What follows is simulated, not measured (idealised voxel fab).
Documented hereafter: the process module known as voxel trench capacitor.
Pictured: cross-section cut, 250 nm wide, on a grid of 5 nm square cells.
A cross-section is a grid of square cells, given in bands from the top down. A band is one or more rows of cells. The band entry comprises the height of the band's top followed by the height of its bottom, expressed in nm, and subsequently the band's materials from left to right, each stated together with its width in nm. Where a single material is marked with the word "everywhere", that material fills the band from edge to edge. The word "empty" represents empty space. Heights are reckoned from 0. Under this level, the received wafer is all of one material. The bottommost band is open-ended downward, for example "from 0 down". Note: "30->40" means the width goes from the first number (top row of the band) to the second number (bottom row) in equal steps per row of cells. You'll sometimes find "identical to before" written for a step, and that's the way of saying that nowhere in the cross-section did a cell change during that step. Entry "Closed void listing" = empty spaces >= 8 cells with no open way to the top; each as width x height at distance, distance from left edge, all nm. Whatever follows a step's settings on its line is a remark the simulator itself makes about that step. If you see "overlay nm" on a step's line and that step has a mask, it's telling you how far right of where it was planned the mask ended up; a negative number means it went left instead.

**Process steps - plan**
1: RECEIVE,material Si
2: CONFORMAL_DEP,material SiN,thk nm 10
3: PATTERN,tone open,mask id TRENCH,material resist,width nm 30,pitch nm 55,thk nm 15,overlay nm 0
4: DIRECTIONAL_ETCH,etch materials SiN,depth nm 10
5: DIRECTIONAL_ETCH,etch materials Si,depth nm 40
6: STRIP,etch materials resist
7: CONFORMAL_DEP,material Al2O3,thk nm 5
8: CONFORMAL_DEP,material TiN,thk nm 5
9: FILL_DEP,material W,thk nm 5
10: CMP,height nm 10

**Account of the first of two wafers, which was processed as intended**

**Here's what the wafer looked like in cross-section when it arrived - that's after step 1**
- from 0 down = Si everywhere
- Closed void listing: none

**Cross-section of the wafer subsequent to step 2**
- from 10 to 0 = SiN everywhere
- Below 0, the layers are the same as they were.

**Cross-section of the wafer subsequent to step 3**
- from 25 to 10 = 25 of resist / 30 of empty / 25 of resist / 30 of empty / 25 of resist / 30 of empty / 25 of resist / 30 of empty / 30 of resist
- Below 10, the layers are the same as they were.

**Cross-section of the wafer subsequent to step 4**
- from 25 to 10 = 25 of resist / 30 of empty / 25 of resist / 30 of empty / 25 of resist / 30 of empty / 25 of resist / 30 of empty / 30 of resist
- from 10 to 0 = 25 of SiN / 30 of empty / 25 of SiN / 30 of empty / 25 of SiN / 30 of empty / 25 of SiN / 30 of empty / 30 of SiN
- Below 0, the layers are the same as they were.

**Cross-section of the wafer subsequent to step 5**
- from 25 to 10 = 25 of resist / 30 of empty / 25 of resist / 30 of empty / 25 of resist / 30 of empty / 25 of resist / 30 of empty / 30 of resist
- from 10 to 0 = 25 of SiN / 30 of empty / 25 of SiN / 30 of empty / 25 of SiN / 30 of empty / 25 of SiN / 30 of empty / 30 of SiN
- from 0 to -40 = 25 of Si / 30 of empty / 25 of Si / 30 of empty / 25 of Si / 30 of empty / 25 of Si / 30 of empty / 30 of Si
- Below -40, the layers are the same as they were.

**Cross-section of the wafer subsequent to step 6**
- from 10 to 0 = 25 of SiN / 30 of empty / 25 of SiN / 30 of empty / 25 of SiN / 30 of empty / 25 of SiN / 30 of empty / 30 of SiN
- Below 0, the layers are the same as they were.

**Cross-section of the wafer subsequent to step 7**
- from 15 to 10 = 30 of Al2O3 / 20 of empty / 35 of Al2O3 / 20 of empty / 35 of Al2O3 / 20 of empty / 35 of Al2O3 / 20 of empty / 35 of Al2O3
- from 10 to 0 = 25 of SiN / 5 of Al2O3 / 20 of empty / 5 of Al2O3 / 25 of SiN / 5 of Al2O3 / 20 of empty / 5 of Al2O3 / 25 of SiN / 5 of Al2O3 / 20 of empty / 5 of Al2O3 / 25 of SiN / 5 of Al2O3 / 20 of empty / 5 of Al2O3 / 30 of SiN
- from 0 to -35 = 25 of Si / 5 of Al2O3 / 20 of empty / 5 of Al2O3 / 25 of Si / 5 of Al2O3 / 20 of empty / 5 of Al2O3 / 25 of Si / 5 of Al2O3 / 20 of empty / 5 of Al2O3 / 25 of Si / 5 of Al2O3 / 20 of empty / 5 of Al2O3 / 30 of Si
- from -35 to -40 = 25 of Si / 30 of Al2O3 / 25 of Si / 30 of Al2O3 / 25 of Si / 30 of Al2O3 / 25 of Si / 30 of Al2O3 / 30 of Si
- Below -40, the layers are the same as they were.

**Cross-section of the wafer subsequent to step 8**
- from 20 to 15 = 35 of TiN / 10 of empty / 45 of TiN / 10 of empty / 45 of TiN / 10 of empty / 45 of TiN / 10 of empty / 40 of TiN
- from 15 to 10 = 30 of Al2O3 / 5 of TiN / 10 of empty / 5 of TiN / 35 of Al2O3 / 5 of TiN / 10 of empty / 5 of TiN / 35 of Al2O3 / 5 of TiN / 10 of empty / 5 of TiN / 35 of Al2O3 / 5 of TiN / 10 of empty / 5 of TiN / 35 of Al2O3
- from 10 to 0 = 25 of SiN / 5 of Al2O3 / 5 of TiN / 10 of empty / 5 of TiN / 5 of Al2O3 / 25 of SiN / 5 of Al2O3 / 5 of TiN / 10 of empty / 5 of TiN / 5 of Al2O3 / 25 of SiN / 5 of Al2O3 / 5 of TiN / 10 of empty / 5 of TiN / 5 of Al2O3 / 25 of SiN / 5 of Al2O3 / 5 of TiN / 10 of empty / 5 of TiN / 5 of Al2O3 / 30 of SiN
- from 0 to -30 = 25 of Si / 5 of Al2O3 / 5 of TiN / 10 of empty / 5 of TiN / 5 of Al2O3 / 25 of Si / 5 of Al2O3 / 5 of TiN / 10 of empty / 5 of TiN / 5 of Al2O3 / 25 of Si / 5 of Al2O3 / 5 of TiN / 10 of empty / 5 of TiN / 5 of Al2O3 / 25 of Si / 5 of Al2O3 / 5 of TiN / 10 of empty / 5 of TiN / 5 of Al2O3 / 30 of Si
- from -30 to -35 = 25 of Si / 5 of Al2O3 / 20 of TiN / 5 of Al2O3 / 25 of Si / 5 of Al2O3 / 20 of TiN / 5 of Al2O3 / 25 of Si / 5 of Al2O3 / 20 of TiN / 5 of Al2O3 / 25 of Si / 5 of Al2O3 / 20 of TiN / 5 of Al2O3 / 30 of Si
- Below -35, the layers are the same as they were.

**Cross-section of the wafer subsequent to step 9**
- from 25 to 20 = W everywhere
- from 20 to 15 = 35 of TiN / 10 of W / 45 of TiN / 10 of W / 45 of TiN / 10 of W / 45 of TiN / 10 of W / 40 of TiN
- from 15 to 10 = 30 of Al2O3 / 5 of TiN / 10 of W / 5 of TiN / 35 of Al2O3 / 5 of TiN / 10 of W / 5 of TiN / 35 of Al2O3 / 5 of TiN / 10 of W / 5 of TiN / 35 of Al2O3 / 5 of TiN / 10 of W / 5 of TiN / 35 of Al2O3
- from 10 to 0 = 25 of SiN / 5 of Al2O3 / 5 of TiN / 10 of W / 5 of TiN / 5 of Al2O3 / 25 of SiN / 5 of Al2O3 / 5 of TiN / 10 of W / 5 of TiN / 5 of Al2O3 / 25 of SiN / 5 of Al2O3 / 5 of TiN / 10 of W / 5 of TiN / 5 of Al2O3 / 25 of SiN / 5 of Al2O3 / 5 of TiN / 10 of W / 5 of TiN / 5 of Al2O3 / 30 of SiN
- from 0 to -30 = 25 of Si / 5 of Al2O3 / 5 of TiN / 10 of W / 5 of TiN / 5 of Al2O3 / 25 of Si / 5 of Al2O3 / 5 of TiN / 10 of W / 5 of TiN / 5 of Al2O3 / 25 of Si / 5 of Al2O3 / 5 of TiN / 10 of W / 5 of TiN / 5 of Al2O3 / 25 of Si / 5 of Al2O3 / 5 of TiN / 10 of W / 5 of TiN / 5 of Al2O3 / 30 of Si
- Below -30, the layers are the same as they were.

**Cross-section of the wafer subsequent to step 10**
- from 10 to 0 = 25 of SiN / 5 of Al2O3 / 5 of TiN / 10 of W / 5 of TiN / 5 of Al2O3 / 25 of SiN / 5 of Al2O3 / 5 of TiN / 10 of W / 5 of TiN / 5 of Al2O3 / 25 of SiN / 5 of Al2O3 / 5 of TiN / 10 of W / 5 of TiN / 5 of Al2O3 / 25 of SiN / 5 of Al2O3 / 5 of TiN / 10 of W / 5 of TiN / 5 of Al2O3 / 30 of SiN
- Below 0, the layers are the same as they were.

**Second wafer, same starting conditions and recipe as the first, one mistake in executing it, nothing differs from the first up to and including step 2**

**Cross-sectional representation of the second wafer at the time designated in the plan for the completion of step 3**
- from 25 to 10 = 25 of empty / 30 of resist / 25 of empty / 30 of resist / 25 of empty / 30 of resist / 25 of empty / 30 of resist / 30 of empty
- Below 10, the layers are the same as they were.

**Cross-sectional representation of the second wafer at the time designated in the plan for the completion of step 4**
- from 25 to 10 = 25 of empty / 30 of resist / 25 of empty / 30 of resist / 25 of empty / 30 of resist / 25 of empty / 30 of resist / 30 of empty
- from 10 to 0 = 25 of empty / 30 of SiN / 25 of empty / 30 of SiN / 25 of empty / 30 of SiN / 25 of empty / 30 of SiN / 30 of empty
- Below 0, the layers are the same as they were.

**Cross-sectional representation of the second wafer at the time designated in the plan for the completion of step 5**
- from 25 to 10 = 25 of empty / 30 of resist / 25 of empty / 30 of resist / 25 of empty / 30 of resist / 25 of empty / 30 of resist / 30 of empty
- from 10 to 0 = 25 of empty / 30 of SiN / 25 of empty / 30 of SiN / 25 of empty / 30 of SiN / 25 of empty / 30 of SiN / 30 of empty
- from 0 to -40 = 25 of empty / 30 of Si / 25 of empty / 30 of Si / 25 of empty / 30 of Si / 25 of empty / 30 of Si / 30 of empty
- Below -40, the layers are the same as they were.

**Cross-sectional representation of the second wafer at the time designated in the plan for the completion of step 6**
- from 10 to 0 = 25 of empty / 30 of SiN / 25 of empty / 30 of SiN / 25 of empty / 30 of SiN / 25 of empty / 30 of SiN / 30 of empty
- Below 0, the layers are the same as they were.

**Cross-sectional representation of the second wafer at the time designated in the plan for the completion of step 7**
- from 15 to 10 = 20 of empty / 40 of Al2O3 / 15 of empty / 40 of Al2O3 / 15 of empty / 40 of Al2O3 / 15 of empty / 40 of Al2O3 / 25 of empty
- from 10 to 0 = 20 of empty / 5 of Al2O3 / 30 of SiN / 5 of Al2O3 / 15 of empty / 5 of Al2O3 / 30 of SiN / 5 of Al2O3 / 15 of empty / 5 of Al2O3 / 30 of SiN / 5 of Al2O3 / 15 of empty / 5 of Al2O3 / 30 of SiN / 5 of Al2O3 / 25 of empty
- from 0 to -35 = 20 of empty / 5 of Al2O3 / 30 of Si / 5 of Al2O3 / 15 of empty / 5 of Al2O3 / 30 of Si / 5 of Al2O3 / 15 of empty / 5 of Al2O3 / 30 of Si / 5 of Al2O3 / 15 of empty / 5 of Al2O3 / 30 of Si / 5 of Al2O3 / 25 of empty
- from -35 to -40 = 25 of Al2O3 / 30 of Si / 25 of Al2O3 / 30 of Si / 25 of Al2O3 / 30 of Si / 25 of Al2O3 / 30 of Si / 30 of Al2O3
- Below -40, the layers are the same as they were.

**Cross-sectional representation of the second wafer at the time designated in the plan for the completion of step 8**
- from 20 to 15 = 15 of empty / 50 of TiN / 5 of empty / 50 of TiN / 5 of empty / 50 of TiN / 5 of empty / 50 of TiN / 20 of empty
- from 15 to 10 = 15 of empty / 5 of TiN / 40 of Al2O3 / 5 of TiN / 5 of empty / 5 of TiN / 40 of Al2O3 / 5 of TiN / 5 of empty / 5 of TiN / 40 of Al2O3 / 5 of TiN / 5 of empty / 5 of TiN / 40 of Al2O3 / 5 of TiN / 20 of empty
- from 10 to 0 = 15 of empty / 5 of TiN / 5 of Al2O3 / 30 of SiN / 5 of Al2O3 / 5 of TiN / 5 of empty / 5 of TiN / 5 of Al2O3 / 30 of SiN / 5 of Al2O3 / 5 of TiN / 5 of empty / 5 of TiN / 5 of Al2O3 / 30 of SiN / 5 of Al2O3 / 5 of TiN / 5 of empty / 5 of TiN / 5 of Al2O3 / 30 of SiN / 5 of Al2O3 / 5 of TiN / 20 of empty
- from 0 to -30 = 15 of empty / 5 of TiN / 5 of Al2O3 / 30 of Si / 5 of Al2O3 / 5 of TiN / 5 of empty / 5 of TiN / 5 of Al2O3 / 30 of Si / 5 of Al2O3 / 5 of TiN / 5 of empty / 5 of TiN / 5 of Al2O3 / 30 of Si / 5 of Al2O3 / 5 of TiN / 5 of empty / 5 of TiN / 5 of Al2O3 / 30 of Si / 5 of Al2O3 / 5 of TiN / 20 of empty
- from -30 to -35 = 20 of TiN / 5 of Al2O3 / 30 of Si / 5 of Al2O3 / 15 of TiN / 5 of Al2O3 / 30 of Si / 5 of Al2O3 / 15 of TiN / 5 of Al2O3 / 30 of Si / 5 of Al2O3 / 15 of TiN / 5 of Al2O3 / 30 of Si / 5 of Al2O3 / 25 of TiN
- Below -35, the layers are the same as they were.

**Cross-sectional representation of the second wafer at the time designated in the plan for the completion of step 9**
- from 25 to 20 = W everywhere
- from 20 to 15 = 15 of W / 50 of TiN / 5 of W / 50 of TiN / 5 of W / 50 of TiN / 5 of W / 50 of TiN / 20 of W
- from 15 to 10 = 15 of W / 5 of TiN / 40 of Al2O3 / 5 of TiN / 5 of W / 5 of TiN / 40 of Al2O3 / 5 of TiN / 5 of W / 5 of TiN / 40 of Al2O3 / 5 of TiN / 5 of W / 5 of TiN / 40 of Al2O3 / 5 of TiN / 20 of W
- from 10 to 0 = 15 of W / 5 of TiN / 5 of Al2O3 / 30 of SiN / 5 of Al2O3 / 5 of TiN / 5 of W / 5 of TiN / 5 of Al2O3 / 30 of SiN / 5 of Al2O3 / 5 of TiN / 5 of W / 5 of TiN / 5 of Al2O3 / 30 of SiN / 5 of Al2O3 / 5 of TiN / 5 of W / 5 of TiN / 5 of Al2O3 / 30 of SiN / 5 of Al2O3 / 5 of TiN / 20 of W
- from 0 to -30 = 15 of W / 5 of TiN / 5 of Al2O3 / 30 of Si / 5 of Al2O3 / 5 of TiN / 5 of W / 5 of TiN / 5 of Al2O3 / 30 of Si / 5 of Al2O3 / 5 of TiN / 5 of W / 5 of TiN / 5 of Al2O3 / 30 of Si / 5 of Al2O3 / 5 of TiN / 5 of W / 5 of TiN / 5 of Al2O3 / 30 of Si / 5 of Al2O3 / 5 of TiN / 20 of W
- Below -30, the layers are the same as they were.

**Cross-sectional representation of the second wafer at the time designated in the plan for the completion of step 10**
- from 10 to 0 = 15 of W / 5 of TiN / 5 of Al2O3 / 30 of SiN / 5 of Al2O3 / 5 of TiN / 5 of W / 5 of TiN / 5 of Al2O3 / 30 of SiN / 5 of Al2O3 / 5 of TiN / 5 of W / 5 of TiN / 5 of Al2O3 / 30 of SiN / 5 of Al2O3 / 5 of TiN / 5 of W / 5 of TiN / 5 of Al2O3 / 30 of SiN / 5 of Al2O3 / 5 of TiN / 20 of W
- Below 0, the layers are the same as they were.
Processing error: step 3 ran as: PATTERN,tone cover,mask id TRENCH,material resist,width nm 30,pitch nm 55,thk nm 15,overlay nm 0
at the end the second wafer has, in cells: Al2O3: 2 more | Si: 16 fewer | SiN: 4 fewer | TiN: 2 more | W: 16 more
